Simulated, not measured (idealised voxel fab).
process module | voxel capacitor over wiring
cross-section cut | 285 nm wide | cells 5 nm
A cross-section is a grid of square cells, given in bands from the top down. A band is one or more rows of cells.
Each band's line starts with the height of the band's top and of its bottom, in nm. Then come its materials from left to right, each with its width in nm. One material with "throughout" fills the band from edge to edge. "air" is empty space.
Height 0 is the level under which the wafer as received is all one material. The lowest band goes on downwards, as in "0 down".
A width such as "30 to 40" changes by the same amount from each row of cells to the next, from the band's top row to its bottom row.
"no change" after a step means that no cell of the cross-section changed.
closed voids: empty space of 8 cells or more with no open way to the top, each as width x height at its distance from the left edge, in nm
after a step's settings: what the simulator itself notes on the step
overlay nm, on a step with a mask: how far to the right of its planned place the mask lay; to the left if negative
plan
1 op RECEIVE | material Si
2 op CONFORMAL_DEP | material SiO2 | thk nm 10
3 op DIRECTIONAL_DEP | material TiN | thk nm 5
4 op DIRECTIONAL_DEP | material Ru | thk nm 25
5 op PATTERN | tone cover | mask id METAL_1 | material resist | width nm 20 | pitch nm 75 | thk nm 20 | overlay nm 0
6 op DIRECTIONAL_ETCH | etch materials Ru | depth nm 25
7 op DIRECTIONAL_ETCH | etch materials TiN | depth nm 5
8 op STRIP | etch materials resist
9 op CONFORMAL_DEP | material SiN | thk nm 5
10 op FILL_DEP | material lowk | thk nm 5
11 op CMP | height nm 40
12 op CONFORMAL_DEP | material SiCN | thk nm 5
13 op DIRECTIONAL_DEP | material SiO2 | thk nm 20
14 op DIRECTIONAL_DEP | material aC | thk nm 10
15 op PATTERN | tone open | mask id PLUG_1 | material resist | width nm 15 | thk nm 30 | overlay nm 0
16 op DIRECTIONAL_ETCH | etch materials aC | depth nm 10
17 op STRIP | etch materials resist
18 op DIRECTIONAL_ETCH | etch materials SiO2 | depth nm 20
19 op DIRECTIONAL_ETCH | etch materials SiCN | depth nm 5
20 op STRIP | etch materials aC
21 op EPI | material Ru | thk nm 10
22 op EPI | material Ru | thk nm 10
23 op EPI | material Ru | thk nm 5
24 op DIRECTIONAL_DEP | material TiN | thk nm 10
25 op DIRECTIONAL_DEP | material Al2O3 | thk nm 5
26 op DIRECTIONAL_DEP | material TiN | thk nm 5
27 op DIRECTIONAL_DEP | material aC | thk nm 15
28 op PATTERN | tone cover | mask id UPPER_PLATE | material resist | width nm 60 | thk nm 35 | overlay nm 0
29 op DIRECTIONAL_ETCH | etch materials aC | depth nm 15
30 op STRIP | etch materials resist
31 op DIRECTIONAL_ETCH | etch materials TiN | depth nm 5
32 op DIRECTIONAL_ETCH | etch materials Al2O3 | depth nm 5
33 op STRIP | etch materials aC
34 op MASKED_ETCH | tone cover | mask id LOWER_PLATE | width nm 70 | etch materials TiN | depth nm 10 | overlay nm 0
35 op FILL_DEP | material SiO2 | thk nm 20
36 op CMP | height nm 100
37 op PATTERN | tone open | mask id PLUG_2 | material resist | width nm 15 | thk nm 15 | overlay nm 0
38 op DIRECTIONAL_ETCH | etch materials SiO2 | depth nm 15
39 op STRIP | etch materials resist
40 op CONFORMAL_DEP | material TiN | thk nm 5
41 op FILL_DEP | material Cu | thk nm 5
42 op CMP | height nm 100
43 op CONFORMAL_DEP | material SiN | thk nm 5
first wafer, as planned
as received, after step 1
  0 down: Si throughout
  closed voids: none
after step 2
  10 to 0: SiO2 throughout
  below 0: unchanged
after step 3
  15 to 10: TiN throughout
  below 10: unchanged
after step 4
  40 to 15: Ru throughout
  below 15: unchanged
after step 5
  60 to 40: air 95 | resist 20 | air 55 | resist 20 | air 95
  below 40: unchanged
after step 6
  60 to 40: air 95 | resist 20 | air 55 | resist 20 | air 95
  40 to 15: air 95 | Ru 20 | air 55 | Ru 20 | air 95
  below 15: unchanged
after step 7
  60 to 40: air 95 | resist 20 | air 55 | resist 20 | air 95
  40 to 15: air 95 | Ru 20 | air 55 | Ru 20 | air 95
  15 to 10: air 95 | TiN 20 | air 55 | TiN 20 | air 95
  below 10: unchanged
after step 8
  40 to 15: air 95 | Ru 20 | air 55 | Ru 20 | air 95
  below 15: unchanged
after step 9
  45 to 40: air 90 | SiN 30 | air 45 | SiN 30 | air 90
  40 to 15: air 90 | SiN 5 | Ru 20 | SiN 5 | air 45 | SiN 5 | Ru 20 | SiN 5 | air 90
  15 to 10: SiN 95 | TiN 20 | SiN 55 | TiN 20 | SiN 95
  below 10: unchanged
after step 10
  50 to 45: lowk throughout
  45 to 40: lowk 90 | SiN 30 | lowk 45 | SiN 30 | lowk 90
  40 to 15: lowk 90 | SiN 5 | Ru 20 | SiN 5 | lowk 45 | SiN 5 | Ru 20 | SiN 5 | lowk 90
  below 15: unchanged
after step 11
  40 to 15: lowk 90 | SiN 5 | Ru 20 | SiN 5 | lowk 45 | SiN 5 | Ru 20 | SiN 5 | lowk 90
  below 15: unchanged
after step 12
  45 to 40: SiCN throughout
  below 40: unchanged
after step 13
  65 to 45: SiO2 throughout
  below 45: unchanged
after step 14
  75 to 65: aC throughout
  below 65: unchanged
after step 15
  105 to 75: resist 100 | air 15 | resist 170
  below 75: unchanged
after step 16
  95 to 75: resist 100 | air 15 | resist 170
  75 to 65: aC 100 | air 15 | aC 170
  below 65: unchanged
after step 17
  75 to 65: aC 100 | air 15 | aC 170
  below 65: unchanged
after step 18
  75 to 65: aC 100 | air 15 | aC 170
  65 to 45: SiO2 100 | air 15 | SiO2 170
  below 45: unchanged
after step 19
  75 to 65: aC 100 | air 15 | aC 170
  65 to 45: SiO2 100 | air 15 | SiO2 170
  45 to 40: SiCN 100 | air 15 | SiCN 170
  below 40: unchanged
after step 20
  65 to 45: SiO2 100 | air 15 | SiO2 170
  below 45: unchanged
after step 21
  65 to 50: SiO2 100 | air 15 | SiO2 170
  50 to 45: SiO2 100 | Ru 15 | SiO2 170
  45 to 40: SiCN 100 | Ru 15 | SiCN 170
  below 40: unchanged
after step 22
  65 to 60: SiO2 100 | air 15 | SiO2 170
  60 to 45: SiO2 100 | Ru 15 | SiO2 170
  below 45: unchanged
after step 23
  65 to 45: SiO2 100 | Ru 15 | SiO2 170
  below 45: unchanged
after step 24
  75 to 65: TiN throughout
  below 65: unchanged
after step 25
  80 to 75: Al2O3 throughout
  below 75: unchanged
after step 26
  85 to 80: TiN throughout
  below 80: unchanged
after step 27
  100 to 85: aC throughout
  below 85: unchanged
after step 28
  135 to 100: air 100 | resist 60 | air 125
  below 100: unchanged
after step 29
  120 to 100: air 100 | resist 60 | air 125
  100 to 85: air 100 | aC 60 | air 125
  below 85: unchanged
after step 30
  100 to 85: air 100 | aC 60 | air 125
  below 85: unchanged
after step 31
  100 to 85: air 100 | aC 60 | air 125
  85 to 80: air 100 | TiN 60 | air 125
  below 80: unchanged
after step 32
  100 to 85: air 100 | aC 60 | air 125
  85 to 80: air 100 | TiN 60 | air 125
  80 to 75: air 100 | Al2O3 60 | air 125
  below 75: unchanged
after step 33
  85 to 80: air 100 | TiN 60 | air 125
  below 80: unchanged
after step 34
  85 to 80: air 100 | TiN 60 | air 125
  80 to 75: air 100 | Al2O3 60 | air 125
  75 to 65: air 95 | TiN 70 | air 120
  below 65: unchanged
after step 35
  105 to 85: SiO2 throughout
  85 to 80: SiO2 100 | TiN 60 | SiO2 125
  80 to 75: SiO2 100 | Al2O3 60 | SiO2 125
  75 to 65: SiO2 95 | TiN 70 | SiO2 120
  below 65: unchanged
after step 36
  100 to 85: SiO2 throughout
  below 85: unchanged
after step 37
  115 to 100: resist 110 | air 15 | resist 160
  below 100: unchanged
after step 38
  115 to 100: resist 110 | air 15 | resist 160
  100 to 85: SiO2 110 | air 15 | SiO2 160
  below 85: unchanged
after step 39
  100 to 85: SiO2 110 | air 15 | SiO2 160
  below 85: unchanged
after step 40
  105 to 100: TiN 115 | air 5 | TiN 165
  100 to 90: SiO2 110 | TiN 5 | air 5 | TiN 5 | SiO2 160
  90 to 80: SiO2 110 to 100 | TiN 15 to 60 | SiO2 160 to 125
  below 80: unchanged
after step 41
  110 to 105: Cu throughout
  105 to 100: TiN 115 | Cu 5 | TiN 165
  100 to 90: SiO2 110 | TiN 5 | Cu 5 | TiN 5 | SiO2 160
  below 90: unchanged
after step 42
  100 to 90: SiO2 110 | TiN 5 | Cu 5 | TiN 5 | SiO2 160
  below 90: unchanged
after step 43
  105 to 100: SiN throughout
  below 100: unchanged
second wafer: like start, like plan, one mistake. Through step 1 it matches the first wafer
when step 2 should have ended
  15 to 0: SiO2 throughout
  below 0: unchanged
when step 3 should have ended
  20 to 15: TiN throughout
  below 15: unchanged
when step 4 should have ended
  45 to 20: Ru throughout
  below 20: unchanged
when step 5 should have ended
  65 to 45: air 95 | resist 20 | air 55 | resist 20 | air 95
  below 45: unchanged
when step 6 should have ended
  65 to 45: air 95 | resist 20 | air 55 | resist 20 | air 95
  45 to 20: air 95 | Ru 20 | air 55 | Ru 20 | air 95
  below 20: unchanged
when step 7 should have ended
  65 to 45: air 95 | resist 20 | air 55 | resist 20 | air 95
  45 to 20: air 95 | Ru 20 | air 55 | Ru 20 | air 95
  20 to 15: air 95 | TiN 20 | air 55 | TiN 20 | air 95
  below 15: unchanged
when step 8 should have ended
  45 to 20: air 95 | Ru 20 | air 55 | Ru 20 | air 95
  below 20: unchanged
when step 9 should have ended
  50 to 45: air 90 | SiN 30 | air 45 | SiN 30 | air 90
  45 to 20: air 90 | SiN 5 | Ru 20 | SiN 5 | air 45 | SiN 5 | Ru 20 | SiN 5 | air 90
  20 to 15: SiN 95 | TiN 20 | SiN 55 | TiN 20 | SiN 95
  below 15: unchanged
when step 10 should have ended
  55 to 50: lowk throughout
  50 to 45: lowk 90 | SiN 30 | lowk 45 | SiN 30 | lowk 90
  45 to 20: lowk 90 | SiN 5 | Ru 20 | SiN 5 | lowk 45 | SiN 5 | Ru 20 | SiN 5 | lowk 90
  below 20: unchanged
when step 11 should have ended
  40 to 20: lowk 90 | SiN 5 | Ru 20 | SiN 5 | lowk 45 | SiN 5 | Ru 20 | SiN 5 | lowk 90
  below 20: unchanged
when step 12 should have ended
  45 to 40: SiCN throughout
  below 40: unchanged
when step 13 should have ended
  65 to 45: SiO2 throughout
  below 45: unchanged
when step 14 should have ended
  75 to 65: aC throughout
  below 65: unchanged
when step 15 should have ended
  105 to 75: resist 100 | air 15 | resist 170
  below 75: unchanged
when step 16 should have ended
  95 to 75: resist 100 | air 15 | resist 170
  75 to 65: aC 100 | air 15 | aC 170
  below 65: unchanged
when step 17 should have ended
  75 to 65: aC 100 | air 15 | aC 170
  below 65: unchanged
when step 18 should have ended
  75 to 65: aC 100 | air 15 | aC 170
  65 to 45: SiO2 100 | air 15 | SiO2 170
  below 45: unchanged
when step 19 should have ended
  75 to 65: aC 100 | air 15 | aC 170
  65 to 45: SiO2 100 | air 15 | SiO2 170
  45 to 40: SiCN 100 | air 15 | SiCN 170
  below 40: unchanged
when step 20 should have ended
  65 to 45: SiO2 100 | air 15 | SiO2 170
  below 45: unchanged
when step 21 should have ended
  65 to 50: SiO2 100 | air 15 | SiO2 170
  50 to 45: SiO2 100 | Ru 15 | SiO2 170
  45 to 40: SiCN 100 | Ru 15 | SiCN 170
  below 40: unchanged
when step 22 should have ended
  65 to 60: SiO2 100 | air 15 | SiO2 170
  60 to 45: SiO2 100 | Ru 15 | SiO2 170
  below 45: unchanged
when step 23 should have ended
  65 to 45: SiO2 100 | Ru 15 | SiO2 170
  below 45: unchanged
when step 24 should have ended
  75 to 65: TiN throughout
  below 65: unchanged
when step 25 should have ended
  80 to 75: Al2O3 throughout
  below 75: unchanged
when step 26 should have ended
  85 to 80: TiN throughout
  below 80: unchanged
when step 27 should have ended
  100 to 85: aC throughout
  below 85: unchanged
when step 28 should have ended
  135 to 100: air 100 | resist 60 | air 125
  below 100: unchanged
when step 29 should have ended
  120 to 100: air 100 | resist 60 | air 125
  100 to 85: air 100 | aC 60 | air 125
  below 85: unchanged
when step 30 should have ended
  100 to 85: air 100 | aC 60 | air 125
  below 85: unchanged
when step 31 should have ended
  100 to 85: air 100 | aC 60 | air 125
  85 to 80: air 100 | TiN 60 | air 125
  below 80: unchanged
when step 32 should have ended
  100 to 85: air 100 | aC 60 | air 125
  85 to 80: air 100 | TiN 60 | air 125
  80 to 75: air 100 | Al2O3 60 | air 125
  below 75: unchanged
when step 33 should have ended
  85 to 80: air 100 | TiN 60 | air 125
  below 80: unchanged
when step 34 should have ended
  85 to 80: air 100 | TiN 60 | air 125
  80 to 75: air 100 | Al2O3 60 | air 125
  75 to 65: air 95 | TiN 70 | air 120
  below 65: unchanged
when step 35 should have ended
  105 to 85: SiO2 throughout
  85 to 80: SiO2 100 | TiN 60 | SiO2 125
  80 to 75: SiO2 100 | Al2O3 60 | SiO2 125
  75 to 65: SiO2 95 | TiN 70 | SiO2 120
  below 65: unchanged
when step 36 should have ended
  100 to 85: SiO2 throughout
  below 85: unchanged
when step 37 should have ended
  115 to 100: resist 110 | air 15 | resist 160
  below 100: unchanged
when step 38 should have ended
  115 to 100: resist 110 | air 15 | resist 160
  100 to 85: SiO2 110 | air 15 | SiO2 160
  below 85: unchanged
when step 39 should have ended
  100 to 85: SiO2 110 | air 15 | SiO2 160
  below 85: unchanged
when step 40 should have ended
  105 to 100: TiN 115 | air 5 | TiN 165
  100 to 90: SiO2 110 | TiN 5 | air 5 | TiN 5 | SiO2 160
  90 to 80: SiO2 110 to 100 | TiN 15 to 60 | SiO2 160 to 125
  below 80: unchanged
when step 41 should have ended
  110 to 105: Cu throughout
  105 to 100: TiN 115 | Cu 5 | TiN 165
  100 to 90: SiO2 110 | TiN 5 | Cu 5 | TiN 5 | SiO2 160
  below 90: unchanged
when step 42 should have ended
  100 to 90: SiO2 110 | TiN 5 | Cu 5 | TiN 5 | SiO2 160
  below 90: unchanged
when step 43 should have ended
  105 to 100: SiN throughout
  below 100: unchanged
what went wrong: step 2 ran as: op CONFORMAL_DEP | material SiO2 | thk nm 15
at the end the second wafer has, in cells: 8 fewer of Ru | 4 fewer of SiN | 57 more of SiO2 | 45 fewer of lowk
